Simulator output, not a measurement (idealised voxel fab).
Documented hereafter: the process module known as voxel capacitor over wiring.
Square cells of 5 nm make up the cross-section cut, whose width is 265 nm.
For the purposes of this document, a cross-section shall be understood as a grid of square cells, specified as bands listed in top-to-bottom order, each band consisting of one or more rows of cells. This entry defines a band. It first specifies the height of the band's top and the height of its bottom in nm, and then specifies the band's materials from left to right, stating each material with its width in nm. The word "everywhere" identifies a single material that fills the band from edge to edge, while the word "blank" identifies empty space. Heads up on the height convention: 0 is the point under which the incoming wafer is all one material, and the lowest band has no bottom, it just keeps going down, like "0 -> down". When a width is written as two numbers, as in "30..40", the first number is the width in the top row of cells of the band and the second is the width in its bottom row, and the width changes by the same amount from each row to the next. Key: "changes: none" - step with no changed cell in the cross-section. Closed-off voids of 8+ cells (no open route to the top) go in "Enclosed internal cavities", written width x height at distance from the left edge, in nm. What comes after the settings on a step's line is commentary from the simulator itself on that step. Steps that use a mask can have "overlay nm" on their line. It says how far the mask sat to the right of where it was meant to be. Negative means to the left.

Below is the list of planned process steps:
1) RECEIVE, material Si
2) CONFORMAL_DEP, material SiO2, thk nm 10
3) DIRECTIONAL_DEP, material TiN, thk nm 5
4) DIRECTIONAL_DEP, material W, thk nm 25
5) DIRECTIONAL_DEP, material aC, thk nm 10
6) PATTERN, tone cover, mask id METAL_1, material resist, width nm 20, pitch nm 80, thk nm 25, overlay nm 0
7) DIRECTIONAL_ETCH, etch materials aC, depth nm 10
8) STRIP, etch materials resist
9) DIRECTIONAL_ETCH, etch materials W, depth nm 25
10) DIRECTIONAL_ETCH, etch materials TiN, depth nm 5
11) STRIP, etch materials aC
12) CONFORMAL_DEP, material SiCN, thk nm 5
13) FILL_DEP, material SiO2, thk nm 10
14) CMP, height nm 40
15) CONFORMAL_DEP, material SiCN, thk nm 5
16) DIRECTIONAL_DEP, material SiO2, thk nm 20
17) PATTERN, tone open, mask id PLUG_1, material resist, width nm 15, thk nm 20, overlay nm 0
18) DIRECTIONAL_ETCH, etch materials SiO2, depth nm 20
19) DIRECTIONAL_ETCH, etch materials SiCN, depth nm 5
20) STRIP, etch materials resist
21) EPI, material Ru, thk nm 10
22) EPI, material Ru, thk nm 10
23) EPI, material Ru, thk nm 5
24) DIRECTIONAL_DEP, material TiN, thk nm 10
25) DIRECTIONAL_DEP, material Al2O3, thk nm 5
26) DIRECTIONAL_DEP, material TiN, thk nm 10
27) MASKED_ETCH, tone cover, mask id UPPER_PLATE, width nm 65, etch materials TiN, depth nm 10, overlay nm 0
28) MASKED_ETCH, tone cover, mask id UPPER_PLATE, width nm 65, etch materials Al2O3, depth nm 5, overlay nm 0
29) PATTERN, tone cover, mask id LOWER_PLATE, material resist, width nm 75, thk nm 20, overlay nm 0
30) DIRECTIONAL_ETCH, etch materials TiN, depth nm 10
31) STRIP, etch materials resist
32) FILL_DEP, material SiO2, thk nm 20
33) CMP, height nm 105
34) MASKED_ETCH, tone open, mask id PLUG_2, width nm 15, etch materials SiO2, depth nm 15, overlay nm 0
35) CONFORMAL_DEP, material TiN, thk nm 5
36) FILL_DEP, material Ru, thk nm 10
37) CMP, height nm 105
38) CONFORMAL_DEP, material SiN, thk nm 5

as received, after step 1:
    0 -> down: Si everywhere
    Enclosed internal cavities: none

Run as planned - first of the two wafers cross-sectioned at the end of the module:
    110 -> 105: SiN everywhere
    105 -> 95: SiO2 95 nm, TiN 5 nm, Ru 5 nm, TiN 5 nm, SiO2 155 nm
    95 -> 90: SiO2 95 nm, TiN 15 nm, SiO2 155 nm
    90 -> 80: SiO2 85 nm, TiN 65 nm, SiO2 115 nm
    80 -> 75: SiO2 85 nm, Al2O3 65 nm, SiO2 115 nm
    75 -> 65: SiO2 80 nm, TiN 75 nm, SiO2 110 nm
    65 -> 45: SiO2 85 nm, Ru 15 nm, SiO2 165 nm
    45 -> 40: SiCN 85 nm, Ru 15 nm, SiCN 165 nm
    40 -> 15: SiO2 75 nm, SiCN 5 nm, W 20 nm, SiCN 5 nm, SiO2 50 nm, SiCN 5 nm, W 20 nm, SiCN 5 nm, SiO2 80 nm
    15 -> 10: SiCN 80 nm, TiN 20 nm, SiCN 60 nm, TiN 20 nm, SiCN 85 nm
    10 -> 0: SiO2 everywhere
    0 -> down: Si everywhere
    Enclosed internal cavities: none

Wafer two cross-section, module end. Start and plan unchanged from wafer one; one mistake made during the run:
    110 -> 105: SiN everywhere
    105 -> 95: SiO2 95 nm, TiN 5 nm, Ru 5 nm, TiN 5 nm, SiO2 155 nm
    95 -> 90: SiO2 95 nm, TiN 15 nm, SiO2 155 nm
    90 -> 80: SiO2 95 nm, TiN 60 nm, SiO2 110 nm
    80 -> 75: SiO2 85 nm, Al2O3 75 nm, SiO2 105 nm
    75 -> 65: SiO2 80 nm, TiN 80 nm, SiO2 105 nm
    65 -> 45: SiO2 85 nm, Ru 15 nm, SiO2 165 nm
    45 -> 40: SiCN 85 nm, Ru 15 nm, SiCN 165 nm
    40 -> 15: SiO2 75 nm, SiCN 5 nm, W 20 nm, SiCN 5 nm, SiO2 50 nm, SiCN 5 nm, W 20 nm, SiCN 5 nm, SiO2 80 nm
    15 -> 10: SiCN 80 nm, TiN 20 nm, SiCN 60 nm, TiN 20 nm, SiCN 85 nm
    10 -> 0: SiO2 everywhere
    0 -> down: Si everywhere
    Enclosed internal cavities: none
Misprocessing identified: not per plan at step 27, really ran MASKED_ETCH, tone cover, mask id UPPER_PLATE, width nm 65, etch materials TiN, depth nm 10, overlay nm 10
Once processing is complete, comparing cell counts shows that the second wafer has more or fewer of certain materials than the first: +2 Al2O3, -2 SiO2
